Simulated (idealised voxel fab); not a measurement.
Process module under the name voxel quadruple lines
Displayed cross-section: cut, width of 200 nm, square cells sized 5 nm.
This document writes a cross-section as a grid whose cells are square, and gives it as bands, listed from the top down; one or more rows of cells form a band. First you get the band's top height and its bottom height, in nm, and then the materials it's made of, left to right, with each width in nm. If you see a single material with "throughout", that one covers the band edge to edge. "empty" is empty space. Counting heights begins at 0, where everything beneath is, in the wafer as received, one material. The lowest band has no bottom; it goes on downwards, as "0 down" shows. Read "30 to 40" as a graded width: first number on top, second number at the bottom, same change between each pair of neighbouring rows. Basically "remained the same" means that step didn't change any cell in the cross-section. "Closed void inventory" contains a list of empty spaces, each no smaller than 8 cells and without an open way to the top, written in the form width x height at distance with the distance from the left edge and all three in nm. If you see something after the settings on a step's line, that's the simulator's own remark about that step. Regarding "overlay nm": on a step with a mask, it is the distance the mask lay to the right of its planned place; a negative value places it to the left.
These are the steps we planned for the process:
1 RECEIVE with material Si
2 CONFORMAL_DEP with material Al2O3, thk nm 5
3 DIRECTIONAL_DEP with material Ru, thk nm 10
4 DIRECTIONAL_DEP with material polySi, thk nm 20
5 DIRECTIONAL_DEP with material aC, thk nm 20
6 PATTERN with tone cover, mask id MANDREL, material resist, width nm 20, pitch nm 60, thk nm 30, overlay nm 0
7 DIRECTIONAL_ETCH with etch materials aC, depth nm 20
8 STRIP with etch materials resist
9 CONFORMAL_DEP with material SiO2, thk nm 10
10 DIRECTIONAL_ETCH with etch materials SiO2, depth nm 10
11 STRIP with etch materials aC
12 DIRECTIONAL_ETCH with etch materials polySi, depth nm 20
13 STRIP with etch materials SiO2
14 CONFORMAL_DEP with material SiN, thk nm 5
15 DIRECTIONAL_ETCH with etch materials SiN, depth nm 5
16 STRIP with etch materials polySi
17 DIRECTIONAL_ETCH with etch materials Ru, depth nm 10
18 STRIP with etch materials SiN
19 FILL_DEP with material SiO2, thk nm 10
20 CMP with height nm 15
What follows covers the first of two wafers; it ran as planned:
Incoming wafer, cross-sectional view, post step 1:
> 0 down | Si throughout
> Closed void inventory: none
After step 2, in cross-section:
> 5 to 0 | Al2O3 throughout
> below 0: unchanged
After step 3, in cross-section:
> 15 to 5 | Ru throughout
> below 5: unchanged
After step 4, in cross-section:
> 35 to 15 | polySi throughout
> below 15: unchanged
After step 5, in cross-section:
> 55 to 35 | aC throughout
> below 35: unchanged
After step 6, in cross-section:
> 85 to 55 | empty (60), resist (20), empty (40), resist (20), empty (60)
> below 55: unchanged
After step 7, in cross-section:
> 65 to 55 | empty (60), resist (20), empty (40), resist (20), empty (60)
> 55 to 35 | empty (60), aC (20), empty (40), aC (20), empty (60)
> below 35: unchanged
After step 8, in cross-section:
> 55 to 35 | empty (60), aC (20), empty (40), aC (20), empty (60)
> below 35: unchanged
After step 9, in cross-section:
> 65 to 55 | empty (50), SiO2 (40), empty (20), SiO2 (40), empty (50)
> 55 to 45 | empty (50), SiO2 (10), aC (20), SiO2 (10), empty (20), SiO2 (10), aC (20), SiO2 (10), empty (50)
> 45 to 35 | SiO2 (60), aC (20), SiO2 (40), aC (20), SiO2 (60)
> below 35: unchanged
After step 10, in cross-section:
> 55 to 35 | empty (50), SiO2 (10), aC (20), SiO2 (10), empty (20), SiO2 (10), aC (20), SiO2 (10), empty (50)
> below 35: unchanged
After step 11, in cross-section:
> 55 to 35 | empty (50), SiO2 (10), empty (20), SiO2 (10), empty (20), SiO2 (10), empty (20), SiO2 (10), empty (50)
> below 35: unchanged
After step 12, in cross-section:
> 55 to 35 | empty (50), SiO2 (10), empty (20), SiO2 (10), empty (20), SiO2 (10), empty (20), SiO2 (10), empty (50)
> 35 to 15 | empty (50), polySi (10), empty (20), polySi (10), empty (20), polySi (10), empty (20), polySi (10), empty (50)
> below 15: unchanged
After step 13, in cross-section:
> 35 to 15 | empty (50), polySi (10), empty (20), polySi (10), empty (20), polySi (10), empty (20), polySi (10), empty (50)
> below 15: unchanged
After step 14, in cross-section:
> 40 to 35 | empty (45), SiN (20), empty (10), SiN (20), empty (10), SiN (20), empty (10), SiN (20), empty (45)
> 35 to 20 | empty (45), SiN (5), polySi (10), SiN (5), empty (10), SiN (5), polySi (10), SiN (5), empty (10), SiN (5), polySi (10), SiN (5), empty (10), SiN (5), polySi (10), SiN (5), empty (45)
> 20 to 15 | SiN (50), polySi (10), SiN (20), polySi (10), SiN (20), polySi (10), SiN (20), polySi (10), SiN (50)
> below 15: unchanged
After step 15, in cross-section:
> 35 to 15 | empty (45), SiN (5), polySi (10), SiN (5), empty (10), SiN (5), polySi (10), SiN (5), empty (10), SiN (5), polySi (10), SiN (5), empty (10), SiN (5), polySi (10), SiN (5), empty (45)
> below 15: unchanged
After step 16, in cross-section:
> 35 to 15 | empty (45), SiN (5), empty (10), SiN (5), empty (10), SiN (5), empty (10), SiN (5), empty (10), SiN (5), empty (10), SiN (5), empty (10), SiN (5), empty (10), SiN (5), empty (45)
> below 15: unchanged
After step 17, in cross-section:
> 35 to 15 | empty (45), SiN (5), empty (10), SiN (5), empty (10), SiN (5), empty (10), SiN (5), empty (10), SiN (5), empty (10), SiN (5), empty (10), SiN (5), empty (10), SiN (5), empty (45)
> 15 to 5 | empty (45), Ru (5), empty (10), Ru (5), empty (10), Ru (5), empty (10), Ru (5), empty (10), Ru (5), empty (10), Ru (5), empty (10), Ru (5), empty (10), Ru (5), empty (45)
> below 5: unchanged
After step 18, in cross-section:
> 15 to 5 | empty (45), Ru (5), empty (10), Ru (5), empty (10), Ru (5), empty (10), Ru (5), empty (10), Ru (5), empty (10), Ru (5), empty (10), Ru (5), empty (10), Ru (5), empty (45)
> below 5: unchanged
After step 19, in cross-section:
> 25 to 15 | SiO2 throughout
> 15 to 5 | SiO2 (45), Ru (5), SiO2 (10), Ru (5), SiO2 (10), Ru (5), SiO2 (10), Ru (5), SiO2 (10), Ru (5), SiO2 (10), Ru (5), SiO2 (10), Ru (5), SiO2 (10), Ru (5), SiO2 (45)
> below 5: unchanged
After step 20, in cross-section:
> 15 to 5 | SiO2 (45), Ru (5), SiO2 (10), Ru (5), SiO2 (10), Ru (5), SiO2 (10), Ru (5), SiO2 (10), Ru (5), SiO2 (10), Ru (5), SiO2 (10), Ru (5), SiO2 (10), Ru (5), SiO2 (45)
> below 5: unchanged
The Second Wafer: Common Origin and Plan, One Mistake in Execution, Identical to the First Through Step 19:
What the second wafer looks like in cross-section when step 20 should have wrapped up:
> 20 to 15 | SiO2 throughout
> below 15: unchanged
Error vs. plan: the process deviated at step 20: the operation and settings actually run there were CMP with height nm 20
Final difference in cells, second wafer against first, listed per material as more or fewer: SiO2: 40 more
